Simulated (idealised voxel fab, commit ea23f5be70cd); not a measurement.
This section sets out a process module, namely voxel double patterning.
cross-section cut | 250 nm wide | cells 5 nm
Cross-section format: a grid of square cells, given as bands from top to bottom; each band is one or more rows of cells. Top, bottom (nm), then materials left to right with widths (nm); lone material tagged "edge to edge" fills the whole band edge to edge; "empty" = empty space. A quick word on heights: they are counted from 0, and under that level the wafer as it came to us is one material throughout. The lowest band is different from the rest in having no bottom; it simply continues downward, written as in "0..down". So if you see something like "30..40" for the width, read it as the top row of the band sitting at the first number and the bottom row at the second, with every row in between moving by the same amount as the last. "no modifications" means the step left every cell of the cross-section as it was. If an empty space has no open way to the top and is at least 8 cells in size, "Trapped voids" lists it, written width x height at distance, where distance is measured from the left edge and every value is in nm. Formally, on a step line, whatever follows the settings is a remark that the simulator itself makes on the step. overlay nm: where the mask lay relative to plan, measured to the right, on steps with a mask; negatives go left.
# Process steps (planned)
step 1: RECEIVE (material Si)
step 2: CONFORMAL_DEP (material SiO2; thk nm 5)
step 3: DIRECTIONAL_DEP (material polySi; thk nm 10)
step 4: DIRECTIONAL_DEP (material SiCN; thk nm 10)
step 5: DIRECTIONAL_DEP (material aC; thk nm 10)
step 6: PATTERN (tone open; mask id FIRST; material resist; width nm 15; pitch nm 50; thk nm 25; overlay nm 0)
step 7: DIRECTIONAL_ETCH (etch materials aC; depth nm 10)
step 8: STRIP (etch materials resist)
step 9: DIRECTIONAL_ETCH (etch materials SiCN; depth nm 10)
step 10: STRIP (etch materials aC)
step 11: PATTERN (tone open; mask id SECOND; material resist; width nm 15; pitch nm 50; thk nm 20; overlay nm 0)
step 12: DIRECTIONAL_ETCH (etch materials SiCN; depth nm 10)
step 13: STRIP (etch materials resist)
step 14: DIRECTIONAL_ETCH (etch materials polySi; depth nm 10)
step 15: STRIP (etch materials SiCN)
# first wafer, as planned
# Wafer at receipt (post step 1), cross-section
  0..down: Si edge to edge
  Trapped voids: none
# Cross-section of the wafer after step 2
  5..0: SiO2 edge to edge
  Anything lower than 0 is untouched.
# Cross-section of the wafer after step 3
  15..5: polySi edge to edge
  Anything lower than 5 is untouched.
# Cross-section of the wafer after step 4
  25..15: SiCN edge to edge
  Anything lower than 15 is untouched.
# Cross-section of the wafer after step 5
  35..25: aC edge to edge
  Anything lower than 25 is untouched.
# Cross-section of the wafer after step 6
  60..35: 65 resist, 15 empty, 35 resist, 15 empty, 35 resist, 15 empty, 70 resist
  Anything lower than 35 is untouched.
# Cross-section of the wafer after step 7
  50..35: 65 resist, 15 empty, 35 resist, 15 empty, 35 resist, 15 empty, 70 resist
  35..25: 65 aC, 15 empty, 35 aC, 15 empty, 35 aC, 15 empty, 70 aC
  Anything lower than 25 is untouched.
# Cross-section of the wafer after step 8
  35..25: 65 aC, 15 empty, 35 aC, 15 empty, 35 aC, 15 empty, 70 aC
  Anything lower than 25 is untouched.
# Cross-section of the wafer after step 9
  35..25: 65 aC, 15 empty, 35 aC, 15 empty, 35 aC, 15 empty, 70 aC
  25..15: 65 SiCN, 15 empty, 35 SiCN, 15 empty, 35 SiCN, 15 empty, 70 SiCN
  Anything lower than 15 is untouched.
# Cross-section of the wafer after step 10
  25..15: 65 SiCN, 15 empty, 35 SiCN, 15 empty, 35 SiCN, 15 empty, 70 SiCN
  Anything lower than 15 is untouched.
# Cross-section of the wafer after step 11
  45..25: 90 resist, 15 empty, 35 resist, 15 empty, 95 resist
  25..15: 65 SiCN, 15 resist, 35 SiCN, 15 resist, 35 SiCN, 15 resist, 70 SiCN
  Anything lower than 15 is untouched.
# Cross-section of the wafer after step 12
  45..25: 90 resist, 15 empty, 35 resist, 15 empty, 95 resist
  25..15: 65 SiCN, 15 resist, 10 SiCN, 15 empty, 10 SiCN, 15 resist, 10 SiCN, 15 empty, 10 SiCN, 15 resist, 70 SiCN
  Anything lower than 15 is untouched.
# Cross-section of the wafer after step 13
  25..15: 65 SiCN, 15 empty, 10 SiCN, 15 empty, 10 SiCN, 15 empty, 10 SiCN, 15 empty, 10 SiCN, 15 empty, 70 SiCN
  Anything lower than 15 is untouched.
# Cross-section of the wafer after step 14
  25..15: 65 SiCN, 15 empty, 10 SiCN, 15 empty, 10 SiCN, 15 empty, 10 SiCN, 15 empty, 10 SiCN, 15 empty, 70 SiCN
  15..5: 65 polySi, 15 empty, 10 polySi, 15 empty, 10 polySi, 15 empty, 10 polySi, 15 empty, 10 polySi, 15 empty, 70 polySi
  Anything lower than 5 is untouched.
# Cross-section of the wafer after step 15
  15..5: 65 polySi, 15 empty, 10 polySi, 15 empty, 10 polySi, 15 empty, 10 polySi, 15 empty, 10 polySi, 15 empty, 70 polySi
  Anything lower than 5 is untouched.
# The remaining wafer, second of the two, started like the first and was run to the same plan, except that one mistake was made along the way; the two coincide through step 2, inclusive
# X-section, second wafer, when step 3 was due to finish
  10..5: polySi edge to edge
  Anything lower than 5 is untouched.
# X-section, second wafer, when step 4 was due to finish
  20..10: SiCN edge to edge
  Anything lower than 10 is untouched.
# X-section, second wafer, when step 5 was due to finish
  30..20: aC edge to edge
  Anything lower than 20 is untouched.
# X-section, second wafer, when step 6 was due to finish
  55..30: 65 resist, 15 empty, 35 resist, 15 empty, 35 resist, 15 empty, 70 resist
  Anything lower than 30 is untouched.
# X-section, second wafer, when step 7 was due to finish
  45..30: 65 resist, 15 empty, 35 resist, 15 empty, 35 resist, 15 empty, 70 resist
  30..20: 65 aC, 15 empty, 35 aC, 15 empty, 35 aC, 15 empty, 70 aC
  Anything lower than 20 is untouched.
# X-section, second wafer, when step 8 was due to finish
  30..20: 65 aC, 15 empty, 35 aC, 15 empty, 35 aC, 15 empty, 70 aC
  Anything lower than 20 is untouched.
# X-section, second wafer, when step 9 was due to finish
  30..20: 65 aC, 15 empty, 35 aC, 15 empty, 35 aC, 15 empty, 70 aC
  20..10: 65 SiCN, 15 empty, 35 SiCN, 15 empty, 35 SiCN, 15 empty, 70 SiCN
  Anything lower than 10 is untouched.
# X-section, second wafer, when step 10 was due to finish
  20..10: 65 SiCN, 15 empty, 35 SiCN, 15 empty, 35 SiCN, 15 empty, 70 SiCN
  Anything lower than 10 is untouched.
# X-section, second wafer, when step 11 was due to finish
  40..20: 90 resist, 15 empty, 35 resist, 15 empty, 95 resist
  20..10: 65 SiCN, 15 resist, 35 SiCN, 15 resist, 35 SiCN, 15 resist, 70 SiCN
  Anything lower than 10 is untouched.
# X-section, second wafer, when step 12 was due to finish
  40..20: 90 resist, 15 empty, 35 resist, 15 empty, 95 resist
  20..10: 65 SiCN, 15 resist, 10 SiCN, 15 empty, 10 SiCN, 15 resist, 10 SiCN, 15 empty, 10 SiCN, 15 resist, 70 SiCN
  Anything lower than 10 is untouched.
# X-section, second wafer, when step 13 was due to finish
  20..10: 65 SiCN, 15 empty, 10 SiCN, 15 empty, 10 SiCN, 15 empty, 10 SiCN, 15 empty, 10 SiCN, 15 empty, 70 SiCN
  Anything lower than 10 is untouched.
# X-section, second wafer, when step 14 was due to finish
  20..10: 65 SiCN, 15 empty, 10 SiCN, 15 empty, 10 SiCN, 15 empty, 10 SiCN, 15 empty, 10 SiCN, 15 empty, 70 SiCN
  10..5: 65 polySi, 15 empty, 10 polySi, 15 empty, 10 polySi, 15 empty, 10 polySi, 15 empty, 10 polySi, 15 empty, 70 polySi
  Anything lower than 5 is untouched.
# X-section, second wafer, when step 15 was due to finish
  10..5: 65 polySi, 15 empty, 10 polySi, 15 empty, 10 polySi, 15 empty, 10 polySi, 15 empty, 10 polySi, 15 empty, 70 polySi
  Anything lower than 5 is untouched.
Processing error: off-plan run, step 3, actual operation and settings DIRECTIONAL_DEP (material polySi; thk nm 5)
Final cells, second wafer relative to first, materials higher or lower: polySi -35
